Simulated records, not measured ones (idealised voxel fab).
The following process module bears the name voxel wiring stack.
Pictured: cross-section cut, 300 nm wide, on a grid of 5 nm square cells.
Think of the cross-section as a grid of square cells. We describe it in bands, top to bottom, and each band covers one or more rows of those cells. First you get the band's top height and its bottom height, in nm, and then the materials it's made of, left to right, with each width in nm. If you see a single material with "throughout", that one covers the band edge to edge. "blank" is empty space. Convention: height 0 is the level below which the wafer, as received, is all one material. The lowest band does not terminate at the bottom but continues downward, represented as "0 and below". With a width like "30 to 40", each row of cells in the band differs from the next by the same amount, the top row carrying the first number and the bottom row the second. What does "all unchanged" mean for a step? It means no cell of the cross-section changed in that step. Under "Closed cavities" you'll find the enclosed gaps, the ones with no way out to the top, that are 8 cells or bigger; each reads width x height at distance, with distance counted from the left edge, everything in nm. Post-settings text on a step line: simulator's own remark regarding the step. For masked steps, "overlay nm" on the step line gives how far right of plan the mask actually lay; a minus sign means it lay to the left.
**Listed below are the process steps as planned**
| 1 | op RECEIVE | material Si |
| 2 | op CONFORMAL_DEP | material SiO2 | thk nm 10 |
| 3 | op DIRECTIONAL_DEP | material TiN | thk nm 5 |
| 4 | op DIRECTIONAL_DEP | material W | thk nm 25 |
| 5 | op MASKED_ETCH | tone cover | mask id METAL_1 | width nm 25 | pitch nm 45 | etch materials W | depth nm 25 | overlay nm 0 |
| 6 | op MASKED_ETCH | tone cover | mask id METAL_1 | width nm 25 | pitch nm 45 | etch materials TiN | depth nm 5 | overlay nm 0 |
| 7 | op FILL_DEP | material lowk | thk nm 10 |
| 8 | op CMP | height nm 40 |
| 9 | op CONFORMAL_DEP | material SiCN | thk nm 5 |
| 10 | op DIRECTIONAL_DEP | material lowk | thk nm 20 |
| 11 | op MASKED_ETCH | tone open | mask id PLUG_1 | width nm 15 | pitch nm 45 | etch materials lowk | depth nm 20 | overlay nm 0 |
| 12 | op MASKED_ETCH | tone open | mask id PLUG_1 | width nm 15 | pitch nm 45 | etch materials SiCN | depth nm 5 | overlay nm 0 |
| 13 | op CONFORMAL_DEP | material TiN | thk nm 5 |
| 14 | op FILL_DEP | material W | thk nm 5 |
| 15 | op CMP | height nm 65 |
| 16 | op CONFORMAL_DEP | material SiN | thk nm 5 |
| 17 | op DIRECTIONAL_DEP | material SiO2 | thk nm 20 |
| 18 | op DIRECTIONAL_DEP | material aC | thk nm 10 |
| 19 | op PATTERN | tone open | mask id METAL_2 | material resist | width nm 15 | pitch nm 45 | thk nm 25 | overlay nm 0 |
| 20 | op DIRECTIONAL_ETCH | etch materials aC | depth nm 10 |
| 21 | op STRIP | etch materials resist |
| 22 | op DIRECTIONAL_ETCH | etch materials SiO2 | depth nm 20 |
| 23 | op DIRECTIONAL_ETCH | etch materials SiN | depth nm 5 |
| 24 | op STRIP | etch materials aC |
| 25 | op CONFORMAL_DEP | material TiN | thk nm 5 |
| 26 | op FILL_DEP | material Cu | thk nm 5 |
| 27 | op CMP | height nm 90 |
| 28 | op CONFORMAL_DEP | material SiN | thk nm 5 |
The wafers in this document start out alike and differ in the width nm applied at step 19; the plan shows the value used for the first wafer.
**Received condition of the first of several wafers, sectioned: post-step 1**
> 0 and below = Si throughout
> Closed cavities: none
**Module end state after final step 28: cross-section of the first of several wafers**
> 95 down to 90 = SiN throughout
> 90 down to 70 = 120 of SiO2  5 of TiN  5 of Cu  5 of TiN  30 of SiO2  5 of TiN  5 of Cu  5 of TiN  120 of SiO2
> 70 down to 65 = 120 of SiN  15 of TiN  30 of SiN  15 of TiN  120 of SiN
> 65 down to 45 = 115 of lowk  5 of TiN  5 of W  5 of TiN  30 of lowk  5 of TiN  5 of W  5 of TiN  125 of lowk
> 45 down to 40 = 115 of SiCN  15 of TiN  30 of SiCN  15 of TiN  125 of SiCN
> 40 down to 15 = 115 of lowk  25 of W  20 of lowk  25 of W  115 of lowk
> 15 down to 10 = 115 of lowk  25 of TiN  20 of lowk  25 of TiN  115 of lowk
> 10 down to 0 = SiO2 throughout
> 0 and below = Si throughout
> Closed cavities: none
**Cross-section, module end, final of several wafers**
> 95 down to 90 = SiN throughout
> 90 down to 70 = 115 of SiO2  5 of TiN  20 of Cu  5 of TiN  15 of SiO2  5 of TiN  20 of Cu  5 of TiN  110 of SiO2
> 70 down to 65 = 115 of SiN  30 of TiN  15 of SiN  30 of TiN  110 of SiN
> 65 down to 45 = 115 of lowk  5 of TiN  5 of W  5 of TiN  30 of lowk  5 of TiN  5 of W  5 of TiN  125 of lowk
> 45 down to 40 = 115 of SiCN  15 of TiN  30 of SiCN  15 of TiN  125 of SiCN
> 40 down to 15 = 115 of lowk  25 of W  20 of lowk  25 of W  115 of lowk
> 15 down to 10 = 115 of lowk  25 of TiN  20 of lowk  25 of TiN  115 of lowk
> 10 down to 0 = SiO2 throughout
> 0 and below = Si throughout
> Closed cavities: none
**For your reference, the table is organized with a row per wafer; each row reflects the wafer at the end of the module, indicating for each material the cells gained (+) or lost (-) since receipt, and thereafter its closed voids**
width nm 15; +8 Cu; +54 SiCN; +114 SiN; +336 SiO2; +54 TiN; +58 W; +516 lowk; Closed cavities: none
width nm 20; +16 Cu; +54 SiCN; +112 SiN; +328 SiO2; +56 TiN; +58 W; +516 lowk; Closed cavities: none
width nm 25; +24 Cu; +54 SiCN; +110 SiN; +320 SiO2; +58 TiN; +58 W; +516 lowk; Closed cavities: none
width nm 30; +32 Cu; +54 SiCN; +108 SiN; +312 SiO2; +60 TiN; +58 W; +516 lowk; Closed cavities: none
